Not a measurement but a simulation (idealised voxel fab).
Title: Process Module voxel transistor to metal
Cross-section cut: width 240 nm, square cells of 5 nm.
Bands, listed from the top down, are how a cross-section gets written in this document; the cross-section itself is a grid of square cells, and a band is one or more rows of them.
For a band, the entry starts with two heights in nm, that of the top and then that of the bottom, and carries on with the band's materials in order from left to right, each alongside its width in nm; the word "edge to edge" beside a single material means it fills the band edge to edge, and "blank" means empty space.
Counting heights begins at 0, where everything beneath is, in the wafer as received, one material. The lowest band has no bottom; it goes on downwards, as "0 -> down" shows.
You'd read "30..40" like this: the band's top row of cells is as wide as the first number, its bottom row is as wide as the second, and going down, every row changes width by the same amount as the row before did.
When a step is marked "nothing got changed", none of the cells in the cross-section changed during that step.
The entry "Closed-off voids" lists the empty spaces that cover at least 8 cells and have no open path to the top. Each is written as width x height at distance, where the distance is measured from the left edge and all three values are in nm.
Read whatever lies past the settings on a step's line as the simulator's own remark about the step.
overlay nm: on a step with a mask, how far right of its planned place the mask lay; negative means left.
Process steps - plan:
1: RECEIVE (material Si)
2: CONFORMAL_DEP (material SiO2; thk nm 5)
3: CONFORMAL_DEP (material SiN; thk nm 15)
4: PATTERN (tone cover; mask id ACTIVE; material resist; width nm 95; pitch nm 115; thk nm 15; overlay nm 0)
5: DIRECTIONAL_ETCH (etch materials SiN; depth nm 15)
6: DIRECTIONAL_ETCH (etch materials SiO2; depth nm 5)
7: DIRECTIONAL_ETCH (etch materials Si; depth nm 35)
8: STRIP (etch materials resist)
9: OXIDIZE (depth nm 5)
10: FILL_DEP (material SiO2; thk nm 5)
11: CMP (height nm 20)
12: SELECTIVE_ETCH (etch materials SiO2; depth nm 10)
13: STRIP (etch materials SiN)
14: SELECTIVE_ETCH (etch materials SiO2; depth nm 5)
15: OXIDIZE (depth nm 5)
16: DIRECTIONAL_DEP (material polySi; thk nm 20)
17: DIRECTIONAL_DEP (material SiCN; thk nm 15)
18: DIRECTIONAL_DEP (material aC; thk nm 15)
19: PATTERN (tone cover; mask id GATE; material resist; width nm 15; pitch nm 115; thk nm 30; overlay nm 0)
20: DIRECTIONAL_ETCH (etch materials aC; depth nm 15)
21: STRIP (etch materials resist)
22: DIRECTIONAL_ETCH (etch materials SiCN; depth nm 25)
23: DIRECTIONAL_ETCH (etch materials polySi; depth nm 30)
24: STRIP (etch materials aC)
25: CONFORMAL_DEP (material SiN; thk nm 10)
26: DIRECTIONAL_ETCH (etch materials SiN; depth nm 10)
27: DIRECTIONAL_ETCH (etch materials SiO2; depth nm 5)
28: DIRECTIONAL_ETCH (etch materials Si; depth nm 10)
29: EPI (material pSi; thk nm 10)
30: FILL_DEP (material SiO2; thk nm 10)
31: CMP (height nm 35)
32: DIRECTIONAL_DEP (material SiO2; thk nm 10)
33: PATTERN (tone open; mask id CONTACT; material resist; width nm 30; thk nm 15; overlay nm 0)
34: DIRECTIONAL_ETCH (etch materials SiO2; depth nm 50)
35: STRIP (etch materials resist)
36: CONFORMAL_DEP (material TiN; thk nm 5)
37: FILL_DEP (material Ru; thk nm 5)
38: CMP (height nm 45)
39: DIRECTIONAL_DEP (material TiN; thk nm 5)
40: DIRECTIONAL_DEP (material W; thk nm 15)
41: MASKED_ETCH (tone cover; mask id METAL_1; width nm 15; etch materials W; depth nm 15; overlay nm 0)
42: MASKED_ETCH (tone cover; mask id METAL_1; width nm 15; etch materials TiN; depth nm 5; overlay nm 0)
43: FILL_DEP (material SiO2; thk nm 5)
44: CMP (height nm 65)
45: CONFORMAL_DEP (material SiN; thk nm 5)
Cross-section of the wafer at receipt, which is the condition after step 1:
- 0 -> down | Si edge to edge
- Closed-off voids: none
What the wafer looks like in cross-section after this module, when it starts as shown above and follows the plan above but one mistake is made in running it:
- 70 -> 65 | SiN edge to edge
- 65 -> 50 | SiO2: 20, W: 15, SiO2: 55, W: 15, SiO2: 30, W: 15, SiO2: 55, W: 15, SiO2: 20
- 50 -> 45 | SiO2: 20, TiN: 15, SiO2: 55, TiN: 15, SiO2: 30, TiN: 15, SiO2: 55, TiN: 15, SiO2: 20
- 45 -> 40 | Ru: 15, TiN: 5, SiO2: 30, TiN: 5, Ru: 15, TiN: 5, SiO2: 30, TiN: 5, Ru: 20, TiN: 5, SiO2: 30, TiN: 5, Ru: 15, TiN: 5, SiO2: 30, TiN: 5, Ru: 15
- 40 -> 35 | Ru: 15, TiN: 5, SiO2: 30, TiN: 25, SiO2: 30, TiN: 5, Ru: 20, TiN: 5, SiO2: 30, TiN: 25, SiO2: 30, TiN: 5, Ru: 15
- 35 -> 20 | Ru: 15, TiN: 5, SiO2: 25, SiN: 10, SiCN: 15, SiN: 10, SiO2: 25, TiN: 5, Ru: 20, TiN: 5, SiO2: 25, SiN: 10, SiCN: 15, SiN: 10, SiO2: 25, TiN: 5, Ru: 15
- 20 -> 10 | Ru: 15, TiN: 5, SiO2: 25, SiN: 10, polySi: 15, SiN: 10, SiO2: 25, TiN: 5, Ru: 20, TiN: 5, SiO2: 25, SiN: 10, polySi: 15, SiN: 10, SiO2: 25, TiN: 5, Ru: 15
- 10 -> 5 | Ru: 5, TiN: 15, SiO2: 25, SiN: 10, polySi: 15, SiN: 10, SiO2: 25, TiN: 30, SiO2: 25, SiN: 10, polySi: 15, SiN: 10, SiO2: 25, TiN: 15, Ru: 5
- 5 -> 0 | Ru: 5, TiN: 5, SiN: 10, SiO2: 15, pSi: 10, SiN: 10, polySi: 15, SiN: 10, pSi: 10, SiO2: 15, SiN: 10, TiN: 10, SiN: 10, SiO2: 15, pSi: 10, SiN: 10, polySi: 15, SiN: 10, pSi: 10, SiO2: 15, SiN: 10, TiN: 5, Ru: 5
- 0 -> -5 | TiN: 10, SiO2: 25, pSi: 10, SiO2: 35, pSi: 10, SiO2: 25, TiN: 10, SiO2: 25, pSi: 10, SiO2: 35, pSi: 10, SiO2: 25, TiN: 10
- -5 -> -15 | SiO2: 20, pSi: 25, Si: 35, pSi: 25, SiO2: 30, pSi: 25, Si: 35, pSi: 25, SiO2: 20
- -15 -> -40 | SiO2: 20, Si: 85, SiO2: 30, Si: 85, SiO2: 20
- -40 -> down | Si edge to edge
- Closed-off voids: none
Run error: step 33 was not run as planned; what actually ran was PATTERN (tone cover; mask id CONTACT; material resist; width nm 30; thk nm 15; overlay nm 0)
